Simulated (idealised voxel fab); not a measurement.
This section sets out a process module, namely voxel fin reveal.
Xsec cut, 285 nm wide, square cell size 5 nm.
Notation: cross-section as square-cell grid; stated in bands, top first, going down; one or more cell rows per band. Heights first: top, then bottom, in nm. Then materials, left to right, each with a width in nm. "full width" on a single material: fills the band edge to edge. "blank": empty space. Heights are reckoned from 0. Under this level, the received wafer is all of one material. The bottommost band is open-ended downward, for example "top 0, no bottom". Think of "30->40" as a width that walks from the first number to the second as you go down the band, top row to bottom row, taking equal-sized steps from row to row. Take "changes: none" at face value: in the step it is given for, the cross-section changed in none of its cells. This entry, "Non-vented voids", enumerates those empty regions of no fewer than 8 cells that possess no open connection to the top. Each region is reported in the form width x height at distance, the distance being taken from the left edge, with all three quantities expressed in nm. Past the settings on a step's line: simulator remark, on that step. When a step includes a mask, the "overlay nm" setting on its line states how far to the right of its planned place that mask lay, and negative values state how far to the left.

### Listed below are the process steps as planned
1,op RECEIVE | material Si
2,op CONFORMAL_DEP | material SiN | thk nm 10
3,op MASKED_ETCH | tone cover | mask id FINS | width nm 15 | pitch nm 35 | etch materials SiN | depth nm 10 | overlay nm 0
4,op MASKED_ETCH | tone cover | mask id FINS | width nm 15 | pitch nm 35 | etch materials Si | depth nm 30 | overlay nm 0
5,op OXIDIZE | depth nm 5
6,op FILL_DEP | material SiO2 | thk nm 15
7,op CMP | height nm 10
8,op SELECTIVE_ETCH | etch materials SiO2 | depth nm 10
9,op STRIP | etch materials SiN
10,op CONFORMAL_DEP | material SiO2 | thk nm 5
For clarity, it should be stated that the wafers under discussion commence in an identical condition and differ with respect to the depth nm of step 8, the plan indicating the value that the first wafer had.

### This is how the first of several wafers looked in cross-section when it arrived, which is after step 1
  top 0, no bottom  Si full width
  Non-vented voids: none

### Basically each wafer gets a line in the table, showing it at the end of the module: material by material, the cells it gained (+) or lost (-) since we got it, then its closed voids
depth nm 10, -371 Si, +428 SiO2, Non-vented voids: none
depth nm 15, -371 Si, +383 SiO2, Non-vented voids: none
depth nm 20, -371 Si, +338 SiO2, Non-vented voids: none
depth nm 25, -371 Si, +293 SiO2, Non-vented voids: none
depth nm 30, -371 Si, +248 SiO2, Non-vented voids: none
depth nm 35, -371 Si, +203 SiO2, Non-vented voids: none
